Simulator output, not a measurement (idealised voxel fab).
process module | voxel self aligned contacts
cross-section cut | 190 nm wide | cells 5 nm
A cross-section is a grid of square cells, given in bands from the top down. A band is one or more rows of cells.
Each band's line starts with the height of the band's top and of its bottom, in nm. Then come its materials from left to right, each with its width in nm. One material with "throughout" fills the band from edge to edge. "air" is empty space.
Height 0 is the level under which the wafer as received is all one material. The lowest band goes on downwards, as in "0 down".
A width such as "30 to 40" changes by the same amount from each row of cells to the next, from the band's top row to its bottom row.
"no change" after a step means that no cell of the cross-section changed.
closed voids: empty space of 8 cells or more with no open way to the top, each as width x height at its distance from the left edge, in nm
after a step's settings: what the simulator itself notes on the step
overlay nm, on a step with a mask: how far to the right of its planned place the mask lay; to the left if negative
plan
1 op RECEIVE | material Si
2 op OXIDIZE | depth nm 5
3 op DIRECTIONAL_DEP | material polySi | thk nm 25
4 op DIRECTIONAL_DEP | material SiN | thk nm 25
5 op PATTERN | tone cover | mask id GATE | material resist | width nm 25 | pitch nm 60 | thk nm 20 | overlay nm 0
6 op DIRECTIONAL_ETCH | etch materials SiN | depth nm 25
7 op DIRECTIONAL_ETCH | etch materials polySi | depth nm 25
8 op STRIP | etch materials resist
9 op CONFORMAL_DEP | material SiN | thk nm 10
10 op DIRECTIONAL_ETCH | etch materials SiN | depth nm 10
11 op FILL_DEP | material SiO2 | thk nm 20
12 op CMP | height nm 60
13 op DIRECTIONAL_DEP | material aC | thk nm 10
14 op PATTERN | tone open | mask id CONTACT | material resist | width nm 45 | thk nm 25 | overlay nm 0
15 op DIRECTIONAL_ETCH | etch materials aC | depth nm 10
16 op STRIP | etch materials resist
17 op DIRECTIONAL_ETCH | etch materials SiO2 | depth nm 65
18 op STRIP | etch materials aC
19 op CONFORMAL_DEP | material TiN | thk nm 5
20 op FILL_DEP | material Ru | thk nm 10
21 op CMP | height nm 60
22 op CONFORMAL_DEP | material SiCN | thk nm 5
first wafer, as planned
as received, after step 1
  0 down: Si throughout
  closed voids: none
after step 2
  0 to -5: SiO2 throughout
  below -5: unchanged
after step 3
  25 to 0: polySi throughout
  below 0: unchanged
after step 4
  50 to 25: SiN throughout
  below 25: unchanged
after step 5
  70 to 50: air 50 | resist 25 | air 35 | resist 25 | air 55
  below 50: unchanged
after step 6
  70 to 50: air 50 | resist 25 | air 35 | resist 25 | air 55
  50 to 25: air 50 | SiN 25 | air 35 | SiN 25 | air 55
  below 25: unchanged
after step 7
  70 to 50: air 50 | resist 25 | air 35 | resist 25 | air 55
  50 to 25: air 50 | SiN 25 | air 35 | SiN 25 | air 55
  25 to 0: air 50 | polySi 25 | air 35 | polySi 25 | air 55
  below 0: unchanged
after step 8
  50 to 25: air 50 | SiN 25 | air 35 | SiN 25 | air 55
  below 25: unchanged
after step 9
  60 to 25: air 40 | SiN 45 | air 15 | SiN 45 | air 45
  25 to 10: air 40 | SiN 10 | polySi 25 | SiN 10 | air 15 | SiN 10 | polySi 25 | SiN 10 | air 45
  10 to 0: SiN 50 | polySi 25 | SiN 35 | polySi 25 | SiN 55
  below 0: unchanged
after step 10
  50 to 25: air 40 | SiN 45 | air 15 | SiN 45 | air 45
  25 to 0: air 40 | SiN 10 | polySi 25 | SiN 10 | air 15 | SiN 10 | polySi 25 | SiN 10 | air 45
  below 0: unchanged
after step 11
  70 to 50: SiO2 throughout
  50 to 25: SiO2 40 | SiN 45 | SiO2 15 | SiN 45 | SiO2 45
  25 to 0: SiO2 40 | SiN 10 | polySi 25 | SiN 10 | SiO2 15 | SiN 10 | polySi 25 | SiN 10 | SiO2 45
  below 0: unchanged
after step 12
  60 to 50: SiO2 throughout
  below 50: unchanged
after step 13
  70 to 60: aC throughout
  below 60: unchanged
after step 14
  95 to 70: resist 70 | air 45 | resist 75
  below 70: unchanged
after step 15
  85 to 70: resist 70 | air 45 | resist 75
  70 to 60: aC 70 | air 45 | aC 75
  below 60: unchanged
after step 16
  70 to 60: aC 70 | air 45 | aC 75
  below 60: unchanged
after step 17
  70 to 60: aC 70 | air 45 | aC 75
  60 to 50: SiO2 70 | air 45 | SiO2 75
  50 to 25: SiO2 40 | SiN 45 | air 15 | SiN 45 | SiO2 45
  25 to 0: SiO2 40 | SiN 10 | polySi 25 | SiN 10 | air 15 | SiN 10 | polySi 25 | SiN 10 | SiO2 45
  0 to -5: SiO2 85 | air 15 | SiO2 90
  below -5: unchanged
after step 18
  60 to 50: SiO2 70 | air 45 | SiO2 75
  below 50: unchanged
after step 19
  65 to 60: TiN 75 | air 35 | TiN 80
  60 to 50: SiO2 70 | TiN 5 to 20 | air 35 to 5 | TiN 5 to 20 | SiO2 75
  50 to 25: SiO2 40 | SiN 45 | TiN 5 | air 5 | TiN 5 | SiN 45 | SiO2 45
  25 to 0: SiO2 40 | SiN 10 | polySi 25 | SiN 10 | TiN 5 | air 5 | TiN 5 | SiN 10 | polySi 25 | SiN 10 | SiO2 45
  0 to -5: SiO2 85 | TiN 15 | SiO2 90
  below -5: unchanged
after step 20
  75 to 65: Ru throughout
  65 to 60: TiN 75 | Ru 35 | TiN 80
  60 to 50: SiO2 70 | TiN 5 to 20 | Ru 35 to 5 | TiN 5 to 20 | SiO2 75
  50 to 25: SiO2 40 | SiN 45 | TiN 5 | Ru 5 | TiN 5 | SiN 45 | SiO2 45
  25 to 0: SiO2 40 | SiN 10 | polySi 25 | SiN 10 | TiN 5 | Ru 5 | TiN 5 | SiN 10 | polySi 25 | SiN 10 | SiO2 45
  below 0: unchanged
after step 21
  60 to 50: SiO2 70 | TiN 5 to 20 | Ru 35 to 5 | TiN 5 to 20 | SiO2 75
  below 50: unchanged
after step 22
  65 to 60: SiCN throughout
  below 60: unchanged
second wafer: like start, like plan, one mistake. Through step 4 it matches the first wafer
when step 5 should have ended
  70 to 50: air 40 | resist 25 | air 35 | resist 25 | air 65
  below 50: unchanged
when step 6 should have ended
  70 to 50: air 40 | resist 25 | air 35 | resist 25 | air 65
  50 to 25: air 40 | SiN 25 | air 35 | SiN 25 | air 65
  below 25: unchanged
when step 7 should have ended
  70 to 50: air 40 | resist 25 | air 35 | resist 25 | air 65
  50 to 25: air 40 | SiN 25 | air 35 | SiN 25 | air 65
  25 to 0: air 40 | polySi 25 | air 35 | polySi 25 | air 65
  below 0: unchanged
when step 8 should have ended
  50 to 25: air 40 | SiN 25 | air 35 | SiN 25 | air 65
  below 25: unchanged
when step 9 should have ended
  60 to 25: air 30 | SiN 45 | air 15 | SiN 45 | air 55
  25 to 10: air 30 | SiN 10 | polySi 25 | SiN 10 | air 15 | SiN 10 | polySi 25 | SiN 10 | air 55
  10 to 0: SiN 40 | polySi 25 | SiN 35 | polySi 25 | SiN 65
  below 0: unchanged
when step 10 should have ended
  50 to 25: air 30 | SiN 45 | air 15 | SiN 45 | air 55
  25 to 0: air 30 | SiN 10 | polySi 25 | SiN 10 | air 15 | SiN 10 | polySi 25 | SiN 10 | air 55
  below 0: unchanged
when step 11 should have ended
  70 to 50: SiO2 throughout
  50 to 25: SiO2 30 | SiN 45 | SiO2 15 | SiN 45 | SiO2 55
  25 to 0: SiO2 30 | SiN 10 | polySi 25 | SiN 10 | SiO2 15 | SiN 10 | polySi 25 | SiN 10 | SiO2 55
  below 0: unchanged
when step 12 should have ended
  60 to 50: SiO2 throughout
  below 50: unchanged
when step 13 should have ended
  70 to 60: aC throughout
  below 60: unchanged
when step 14 should have ended
  95 to 70: resist 70 | air 45 | resist 75
  below 70: unchanged
when step 15 should have ended
  85 to 70: resist 70 | air 45 | resist 75
  70 to 60: aC 70 | air 45 | aC 75
  below 60: unchanged
when step 16 should have ended
  70 to 60: aC 70 | air 45 | aC 75
  below 60: unchanged
when step 17 should have ended
  70 to 60: aC 70 | air 45 | aC 75
  60 to 50: SiO2 70 | air 45 | SiO2 75
  50 to 25: SiO2 30 | SiN 45 | air 15 | SiN 45 | SiO2 55
  25 to 0: SiO2 30 | SiN 10 | polySi 25 | SiN 10 | air 15 | SiN 10 | polySi 25 | SiN 10 | SiO2 55
  0 to -5: SiO2 75 | air 15 | SiO2 100
  below -5: unchanged
when step 18 should have ended
  60 to 50: SiO2 70 | air 45 | SiO2 75
  below 50: unchanged
when step 19 should have ended
  65 to 60: TiN 75 | air 35 | TiN 80
  60 to 50: SiO2 70 | TiN 5 to 10 | air 35 to 5 | TiN 5 to 30 | SiO2 75
  50 to 25: SiO2 30 | SiN 45 | TiN 5 | air 5 | TiN 5 | SiN 45 | SiO2 55
  25 to 0: SiO2 30 | SiN 10 | polySi 25 | SiN 10 | TiN 5 | air 5 | TiN 5 | SiN 10 | polySi 25 | SiN 10 | SiO2 55
  0 to -5: SiO2 75 | TiN 15 | SiO2 100
  below -5: unchanged
when step 20 should have ended
  75 to 65: Ru throughout
  65 to 60: TiN 75 | Ru 35 | TiN 80
  60 to 50: SiO2 70 | TiN 5 to 10 | Ru 35 to 5 | TiN 5 to 30 | SiO2 75
  50 to 25: SiO2 30 | SiN 45 | TiN 5 | Ru 5 | TiN 5 | SiN 45 | SiO2 55
  25 to 0: SiO2 30 | SiN 10 | polySi 25 | SiN 10 | TiN 5 | Ru 5 | TiN 5 | SiN 10 | polySi 25 | SiN 10 | SiO2 55
  below 0: unchanged
when step 21 should have ended
  60 to 50: SiO2 70 | TiN 5 to 10 | Ru 35 to 5 | TiN 5 to 30 | SiO2 75
  below 50: unchanged
when step 22 should have ended
  65 to 60: SiCN throughout
  below 60: unchanged
what went wrong: step 5 ran as: op PATTERN | tone cover | mask id GATE | material resist | width nm 25 | pitch nm 60 | thk nm 20 | overlay nm -10
at the end the second wafer has, in cells: as many of each material as the first, in other places
